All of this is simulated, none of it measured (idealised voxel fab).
The name of this process module is voxel double patterning.
Section cut is 240 nm wide and gridded with 5 nm square cells.
The cross-sections in this document take the form of a grid made of square cells. They are written out as bands, in order from top to bottom. Each band consists of one or more rows of cells.
A band entry consists of two parts. The first gives the height of the band's top and the height of its bottom, in nm. The rest lists the band's materials from left to right, each with its width in nm. A single material labelled with the word "all across" fills the band from edge to edge, and the word "empty" marks empty space.
For the purposes of this specification, 0 denotes the height below which the wafer in its as-received condition is composed wholly of one material, and the lowermost band, lacking a lower limit, extends downward without end, as expressed in "z 0 and below".
Quick explanation for "30->40": the width changes in equal steps down the rows of cells, from the first number in the band's top row to the second number in its bottom row.
"nothing got changed" after a step means that no cell of the cross-section changed.
The entry "Closed voids list" lists the empty spaces that cover at least 8 cells and have no open path to the top. Each is written as width x height at distance, where the distance is measured from the left edge and all three values are in nm.
Post-settings text on a step line: simulator's own remark regarding the step.
The setting "overlay nm" may be written on the line of a step. When the step uses a mask, the value reports how far to the right of the planned place the mask lay, and a negative value reports that it lay to the left.

**The steps planned for the process are as follows**
step 1: RECEIVE: material Si
step 2: CONFORMAL_DEP: material SiO2, thk nm 5
step 3: DIRECTIONAL_DEP: material polySi, thk nm 15
step 4: DIRECTIONAL_DEP: material SiCN, thk nm 5
step 5: MASKED_ETCH: tone open, mask id FIRST, width nm 15, pitch nm 50, etch materials SiCN, depth nm 5, overlay nm 0
step 6: DIRECTIONAL_DEP: material aC, thk nm 10
step 7: PATTERN: tone open, mask id SECOND, material resist, width nm 15, pitch nm 50, thk nm 25, overlay nm 0
step 8: DIRECTIONAL_ETCH: etch materials aC, depth nm 10
step 9: STRIP: etch materials resist
step 10: DIRECTIONAL_ETCH: etch materials SiCN, depth nm 5
step 11: STRIP: etch materials aC
step 12: DIRECTIONAL_ETCH: etch materials polySi, depth nm 15
step 13: STRIP: etch materials SiCN

**This is the cross-section of the wafer as we received it, i.e. after step 1**
* z 0 and below = Si all across
* Closed voids list: none

**End state of the module in cross-section, given the above starting point and plan and one mistake in execution**
* z 35 to 30 = 60 nm SiO2 / 15 nm empty / 35 nm SiO2 / 15 nm empty / 35 nm SiO2 / 15 nm empty / 65 nm SiO2
* z 30 to 25 = SiO2 all across
* z 25 to 20 = 60 nm SiCN / 15 nm SiO2 / 35 nm SiCN / 15 nm SiO2 / 35 nm SiCN / 15 nm SiO2 / 65 nm SiCN
* z 20 to 5 = polySi all across
* z 5 to 0 = SiO2 all across
* z 0 and below = Si all across
* Closed voids list: none
Deviation from plan: so step 6 ended up running with a different setting than we planned, it ran as DIRECTIONAL_DEP: material SiO2, thk nm 10
